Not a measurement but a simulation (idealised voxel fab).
Process module name: voxel double patterning
Cross-section cut: width 220 nm, square cells of 5 nm.
Square cells in a grid make up a cross-section in this document, and the grid is given as bands, listed from the top down, each one or more rows of cells. Each band's line starts with the height of the band's top and of its bottom, in nm. Then come its materials from left to right, each with its width in nm. One material with "everywhere" fills the band from edge to edge. "blank" is empty space. All heights in this document are referenced to 0, defined as the level beneath which the wafer, as received, consists entirely of one material. The lowest band is not bounded below; it extends indefinitely downward and is written in the form "0 nm and below". The notation "30..40" denotes a width that varies across the rows of cells in the band, beginning at the first number in the top row, finishing at the second number in the bottom row, and changing by an identical amount from each row to the next. Step marked "no modification"? Then no cell in the cross-section changed in it. Under "Enclosed voids" you'll find the enclosed gaps, the ones with no way out to the top, that are 8 cells or bigger; each reads width x height at distance, with distance counted from the left edge, everything in nm. That trailing text on a step's line, after the settings, is the simulator's own remark on the step. The line of a step may include "overlay nm". On a step with a mask, this value is how far to the right of its planned place the mask lay. A negative value means the mask lay to the left.
The steps planned for the process are as follows
- 1: RECEIVE, material Si
- 2: CONFORMAL_DEP, material SiO2, thk nm 10
- 3: DIRECTIONAL_DEP, material W, thk nm 15
- 4: DIRECTIONAL_DEP, material SiCN, thk nm 5
- 5: DIRECTIONAL_DEP, material aC, thk nm 10
- 6: PATTERN, tone open, mask id FIRST, material resist, width nm 15, pitch nm 50, thk nm 25, overlay nm 0
- 7: DIRECTIONAL_ETCH, etch materials aC, depth nm 10
- 8: STRIP, etch materials resist
- 9: DIRECTIONAL_ETCH, etch materials SiCN, depth nm 5
- 10: STRIP, etch materials aC
- 11: DIRECTIONAL_DEP, material aC, thk nm 10
- 12: PATTERN, tone open, mask id SECOND, material resist, width nm 15, pitch nm 50, thk nm 30, overlay nm 0
- 13: DIRECTIONAL_ETCH, etch materials aC, depth nm 10
- 14: STRIP, etch materials resist
- 15: DIRECTIONAL_ETCH, etch materials SiCN, depth nm 5
- 16: STRIP, etch materials aC
- 17: DIRECTIONAL_ETCH, etch materials W, depth nm 15
- 18: STRIP, etch materials SiCN
As-received wafer cross-section (after step 1)
> 0 nm and below: Si everywhere
> Enclosed voids: none
Wafer cross-section at module end: first of two, run to plan
> 25 nm to 10 nm: W (50); blank (15); W (10); blank (15); W (10); blank (15); W (10); blank (15); W (10); blank (15); W (55)
> 10 nm to 0 nm: SiO2 everywhere
> 0 nm and below: Si everywhere
> Enclosed voids: none
Wafer two cross-section, module end. Start and plan unchanged from wafer one; one mistake made during the run
> 20 nm to 5 nm: W (50); blank (15); W (10); blank (15); W (10); blank (15); W (10); blank (15); W (10); blank (15); W (55)
> 5 nm to 0 nm: SiO2 everywhere
> 0 nm and below: Si everywhere
> Enclosed voids: none
So what did we get wrong on this run? step 2 was not run as planned; what actually ran was CONFORMAL_DEP, material SiO2, thk nm 5
Cell-count delta at end, second wafer over first, by material: 44 fewer of SiO2
